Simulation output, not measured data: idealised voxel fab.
voxel released beams: a process module
Each square cell in cross-section cut measures 5 nm, and the section as a whole is 280 nm wide.
This document writes a cross-section as a grid whose cells are square, and gives it as bands, listed from the top down; one or more rows of cells form a band. Basically the band line says how high the top is and how high the bottom is, in nm, and then what's in it from left to right, every material with its width in nm. Empty space shows up as "blank", and if a single material carries "all across" it runs the full band edge to edge. It should be noted that heights are counted from 0, beneath which the wafer as supplied is of one material throughout, and that the lowest band possesses no lower boundary but continues downward, as written in "0 nm and below". Width spec "30->40" -> top row of cells at first value, bottom row at second value, equal per-row change in between. "stayed the same" after a step means that no cell of the cross-section changed. "Enclosed void list" contains a list of empty spaces, each no smaller than 8 cells and without an open way to the top, written in the form width x height at distance with the distance from the left edge and all three in nm. What comes after the settings on a step's line is commentary from the simulator itself on that step. If you see "overlay nm" on a step's line and that step has a mask, it's telling you how far right of where it was planned the mask ended up; a negative number means it went left instead.
Set out below are the planned steps of the process:
- 1: RECEIVE: material Si
- 2: CONFORMAL_DEP: material SiN, thk nm 10
- 3: DIRECTIONAL_DEP: material SiO2, thk nm 15
- 4: MASKED_ETCH: tone open, mask id ANCHOR, width nm 30, etch materials SiO2, depth nm 15, overlay nm 0
- 5: CONFORMAL_DEP: material W, thk nm 10
- 6: DIRECTIONAL_DEP: material aC, thk nm 10
- 7: PATTERN: tone cover, mask id BEAM, material resist, width nm 85, thk nm 30, overlay nm 0
- 8: DIRECTIONAL_ETCH: etch materials aC, depth nm 10
- 9: STRIP: etch materials resist
- 10: DIRECTIONAL_ETCH: etch materials W, depth nm 10
- 11: STRIP: etch materials aC
- 12: STRIP: etch materials SiO2
Cross-section of the wafer at receipt, which is the condition after step 1:
> 0 nm and below  Si all across
> Enclosed void list: none
One mistake in running the module, otherwise start and plan as above: cross-section at the end:
> 35 nm to 25 nm  blank (95) | W (15) | blank (10) | W (65) | blank (95)
> 25 nm to 20 nm  blank (100) | W (10) | blank (10) | W (10) | blank (150)
> 20 nm to 10 nm  blank (100) | W (30) | blank (150)
> 10 nm to 0 nm  SiN all across
> 0 nm and below  Si all across
> Enclosed void list: none
Plan not followed: not per plan at step 7, really ran PATTERN: tone cover, mask id BEAM, material resist, width nm 90, thk nm 30, overlay nm 0
